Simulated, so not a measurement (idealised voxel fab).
A process module follows: voxel self aligned vias.
Cross-sectional view cut (width: 280 nm; square cell size: 5 nm).
Cross-section format: a grid of square cells, given as bands from top to bottom; each band is one or more rows of cells. Read a band's entry like this: the first values are the height of its top and the height of its bottom in nm, and what follows is the sequence of materials from left to right, each with its width in nm. Note that "air" is empty space, and that a single material marked "all across" reaches across the band from edge to edge. Below 0: as-received wafer, all one material; heights counted from there. Lowest band: no bottom, goes on down, written "0 -> down". A width such as "30..40" changes by the same amount from each row of cells to the next, from the band's top row to its bottom row. Step marked "same as before"? Then no cell in the cross-section changed in it. This entry, "Sealed voids", enumerates those empty regions of no fewer than 8 cells that possess no open connection to the top. Each region is reported in the form width x height at distance, the distance being taken from the left edge, with all three quantities expressed in nm. Anything after a step's settings on that line? It's the simulator's own note about the step. overlay nm: mask right of planned place by this much (step with mask). Neg. = left.
Listed below are the process steps as planned:
step 1: op RECEIVE | material Si
step 2: op CONFORMAL_DEP | material SiO2 | thk nm 10
step 3: op CONFORMAL_DEP | material SiCN | thk nm 5
step 4: op DIRECTIONAL_DEP | material SiO2 | thk nm 30
step 5: op MASKED_ETCH | tone open | mask id LINES | width nm 25 | pitch nm 75 | etch materials SiO2 | depth nm 30 | overlay nm 0
step 6: op CONFORMAL_DEP | material TiN | thk nm 5
step 7: op FILL_DEP | material W | thk nm 10
step 8: op CMP | height nm 45
step 9: op SELECTIVE_ETCH | etch materials W Ru TiN | depth nm 5
step 10: op FILL_DEP | material SiN | thk nm 10
step 11: op CMP | height nm 45
step 12: op DIRECTIONAL_DEP | material SiO2 | thk nm 15
step 13: op PATTERN | tone open | mask id VIAS | material resist | width nm 45 | thk nm 20 | overlay nm 0
step 14: op DIRECTIONAL_ETCH | etch materials SiO2 | depth nm 15
step 15: op DIRECTIONAL_ETCH | etch materials SiN | depth nm 5
step 16: op STRIP | etch materials resist
step 17: op CONFORMAL_DEP | material TiN | thk nm 5
step 18: op FILL_DEP | material Cu | thk nm 10
step 19: op CMP | height nm 60
step 20: op CONFORMAL_DEP | material SiCN | thk nm 5
First of two wafers, processed according to plan:
Step 1 complete: cross-section of the wafer as received:
* 0 -> down: Si all across
* Sealed voids: none
State of the wafer after step 2, shown in cross-section:
* 10 -> 0: SiO2 all across
* Unchanged below 0.
State of the wafer after step 3, shown in cross-section:
* 15 -> 10: SiCN all across
* Unchanged below 10.
State of the wafer after step 4, shown in cross-section:
* 45 -> 15: SiO2 all across
* Unchanged below 15.
State of the wafer after step 5, shown in cross-section:
* 45 -> 15: SiO2=90 / air=25 / SiO2=50 / air=25 / SiO2=90
* Unchanged below 15.
State of the wafer after step 6, shown in cross-section:
* 50 -> 45: TiN=95 / air=15 / TiN=60 / air=15 / TiN=95
* 45 -> 20: SiO2=90 / TiN=5 / air=15 / TiN=5 / SiO2=50 / TiN=5 / air=15 / TiN=5 / SiO2=90
* 20 -> 15: SiO2=90 / TiN=25 / SiO2=50 / TiN=25 / SiO2=90
* Unchanged below 15.
State of the wafer after step 7, shown in cross-section:
* 60 -> 50: W all across
* 50 -> 45: TiN=95 / W=15 / TiN=60 / W=15 / TiN=95
* 45 -> 20: SiO2=90 / TiN=5 / W=15 / TiN=5 / SiO2=50 / TiN=5 / W=15 / TiN=5 / SiO2=90
* Unchanged below 20.
State of the wafer after step 8, shown in cross-section:
* 45 -> 20: SiO2=90 / TiN=5 / W=15 / TiN=5 / SiO2=50 / TiN=5 / W=15 / TiN=5 / SiO2=90
* Unchanged below 20.
State of the wafer after step 9, shown in cross-section:
* 45 -> 40: SiO2=90 / air=25 / SiO2=50 / air=25 / SiO2=90
* Unchanged below 40.
State of the wafer after step 10, shown in cross-section:
* 55 -> 45: SiN all across
* 45 -> 40: SiO2=90 / SiN=25 / SiO2=50 / SiN=25 / SiO2=90
* Unchanged below 40.
State of the wafer after step 11, shown in cross-section:
* 45 -> 40: SiO2=90 / SiN=25 / SiO2=50 / SiN=25 / SiO2=90
* Unchanged below 40.
State of the wafer after step 12, shown in cross-section:
* 60 -> 45: SiO2 all across
* Unchanged below 45.
State of the wafer after step 13, shown in cross-section:
* 80 -> 60: resist=80 / air=45 / resist=155
* Unchanged below 60.
State of the wafer after step 14, shown in cross-section:
* 80 -> 60: resist=80 / air=45 / resist=155
* 60 -> 45: SiO2=80 / air=45 / SiO2=155
* Unchanged below 45.
State of the wafer after step 15, shown in cross-section:
* 80 -> 60: resist=80 / air=45 / resist=155
* 60 -> 45: SiO2=80 / air=45 / SiO2=155
* 45 -> 40: SiO2=90 / air=25 / SiO2=50 / SiN=25 / SiO2=90
* Unchanged below 40.
State of the wafer after step 16, shown in cross-section:
* 60 -> 45: SiO2=80 / air=45 / SiO2=155
* Unchanged below 45.
State of the wafer after step 17, shown in cross-section:
* 65 -> 60: TiN=85 / air=35 / TiN=160
* 60 -> 50: SiO2=80 / TiN=5 / air=35 / TiN=5 / SiO2=155
* 50 -> 45: SiO2=80 / TiN=15 / air=15 / TiN=15 / SiO2=155
* 45 -> 40: SiO2=90 / TiN=25 / SiO2=50 / SiN=25 / SiO2=90
* Unchanged below 40.
State of the wafer after step 18, shown in cross-section:
* 75 -> 65: Cu all across
* 65 -> 60: TiN=85 / Cu=35 / TiN=160
* 60 -> 50: SiO2=80 / TiN=5 / Cu=35 / TiN=5 / SiO2=155
* 50 -> 45: SiO2=80 / TiN=15 / Cu=15 / TiN=15 / SiO2=155
* Unchanged below 45.
State of the wafer after step 19, shown in cross-section:
* 60 -> 50: SiO2=80 / TiN=5 / Cu=35 / TiN=5 / SiO2=155
* Unchanged below 50.
State of the wafer after step 20, shown in cross-section:
* 65 -> 60: SiCN all across
* Unchanged below 60.
Second wafer: same start and same plan as the first, one execution error; identical to the first through step 12:
Cross-sectional representation of the second wafer at the time designated in the plan for the completion of step 13:
* 80 -> 60: air=80 / resist=45 / air=155
* Unchanged below 60.
Cross-sectional representation of the second wafer at the time designated in the plan for the completion of step 14:
* 80 -> 60: air=80 / resist=45 / air=155
* 60 -> 45: air=80 / SiO2=45 / air=155
* Unchanged below 45.
Cross-sectional representation of the second wafer at the time designated in the plan for the completion of step 15:
* 80 -> 60: air=80 / resist=45 / air=155
* 60 -> 45: air=80 / SiO2=45 / air=155
* 45 -> 40: SiO2=90 / SiN=25 / SiO2=50 / air=25 / SiO2=90
* Unchanged below 40.
Cross-sectional representation of the second wafer at the time designated in the plan for the completion of step 16:
* 60 -> 45: air=80 / SiO2=45 / air=155
* Unchanged below 45.
Cross-sectional representation of the second wafer at the time designated in the plan for the completion of step 17:
* 65 -> 60: air=75 / TiN=55 / air=150
* 60 -> 50: air=75 / TiN=5 / SiO2=45 / TiN=5 / air=150
* 50 -> 45: TiN=80 / SiO2=45 / TiN=45 / air=15 / TiN=95
* 45 -> 40: SiO2=90 / SiN=25 / SiO2=50 / TiN=25 / SiO2=90
* Unchanged below 40.
Cross-sectional representation of the second wafer at the time designated in the plan for the completion of step 18:
* 75 -> 65: Cu all across
* 65 -> 60: Cu=75 / TiN=55 / Cu=150
* 60 -> 50: Cu=75 / TiN=5 / SiO2=45 / TiN=5 / Cu=150
* 50 -> 45: TiN=80 / SiO2=45 / TiN=45 / Cu=15 / TiN=95
* Unchanged below 45.
Cross-sectional representation of the second wafer at the time designated in the plan for the completion of step 19:
* 60 -> 50: Cu=75 / TiN=5 / SiO2=45 / TiN=5 / Cu=150
* Unchanged below 50.
Cross-sectional representation of the second wafer at the time designated in the plan for the completion of step 20:
* 65 -> 60: SiCN all across
* Unchanged below 60.
Which mistake was made when the wafer was run? off-plan run, step 13, actual operation and settings op PATTERN | tone cover | mask id VIAS | material resist | width nm 45 | thk nm 20 | overlay nm 0
Bottom line after processing is that, in cells, the second wafer is up or down on some materials versus the first: Cu +76, SiO2 -114, TiN +38
